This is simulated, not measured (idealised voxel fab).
This is a process module. Its name is voxel local oxidation.
In the cross-section labelled cut, the width is 295 nm and each square cell is 5 nm.
A cross-section is written here as square cells arranged in a grid, and it is given in bands from the top down, each band taking up one or more rows of cells. In this notation a band is specified by the heights of its top and bottom, in that order and in nm, after which its materials appear from left to right, each paired with its width in nm. The word "full width" attached to a single material means that material fills the band from edge to edge; the word "empty" stands for empty space. Heights are expressed relative to 0, this being the level below which the as-received wafer comprises one material exclusively. The lowest band is unbounded in the downward direction and is denoted as in "0 -> down". Quick explanation for "30 to 40": the width changes in equal steps down the rows of cells, from the first number in the band's top row to the second number in its bottom row. What does "nothing altered" mean for a step? It means no cell of the cross-section changed in that step. "Enclosed void entries" - sealed voids, min. 8 cells, no opening to top; format: width x height at distance (distance from left edge; nm throughout). Step line, after settings: the simulator's comment on this step. overlay nm: where the mask lay relative to plan, measured to the right, on steps with a mask; negatives go left.
-- The process steps that were planned are listed below
1,RECEIVE (material Si)
2,CONFORMAL_DEP (material SiO2; thk nm 5)
3,CONFORMAL_DEP (material SiN; thk nm 10)
4,DIRECTIONAL_DEP (material aC; thk nm 10)
5,PATTERN (tone cover; mask id ACTIVE; material resist; width nm 95; pitch nm 135; thk nm 30; overlay nm 0)
6,DIRECTIONAL_ETCH (etch materials aC; depth nm 10)
7,STRIP (etch materials resist)
8,DIRECTIONAL_ETCH (etch materials SiN; depth nm 10)
9,STRIP (etch materials aC)
10,SELECTIVE_ETCH (etch materials SiO2; depth nm 5)
11,OXIDIZE (depth nm 15)
12,STRIP (etch materials SiN)
-- Wafer cross-section on receipt, i.e. after step 1
* 0 -> down = Si full width
* Enclosed void entries: none
-- First wafer of two, sectioned at end of module; run went per plan
* 5 -> 0 = empty=35 / SiO2=85 / empty=50 / SiO2=85 / empty=40
* 0 -> -15 = SiO2=50 / Si=55 / SiO2=80 / Si=55 / SiO2=55
* -15 -> down = Si full width
* Enclosed void entries: none
-- The second wafer, shown in cross-section after the module: started the same way as the first and given the same plan, yet one mistake crept into how it was run
* 5 -> 0 = empty=40 / SiO2=85 / empty=50 / SiO2=85 / empty=35
* 0 -> -15 = SiO2=55 / Si=55 / SiO2=80 / Si=55 / SiO2=50
* -15 -> down = Si full width
* Enclosed void entries: none
The mistake made against the process plan was this: step 5 was run on a setting that differed from the plan, and what really ran there is PATTERN (tone cover; mask id ACTIVE; material resist; width nm 95; pitch nm 135; thk nm 30; overlay nm 5)
If you tally the cells, the second wafer ends up with the same amount of every material as the first; it's all just sitting in different places.
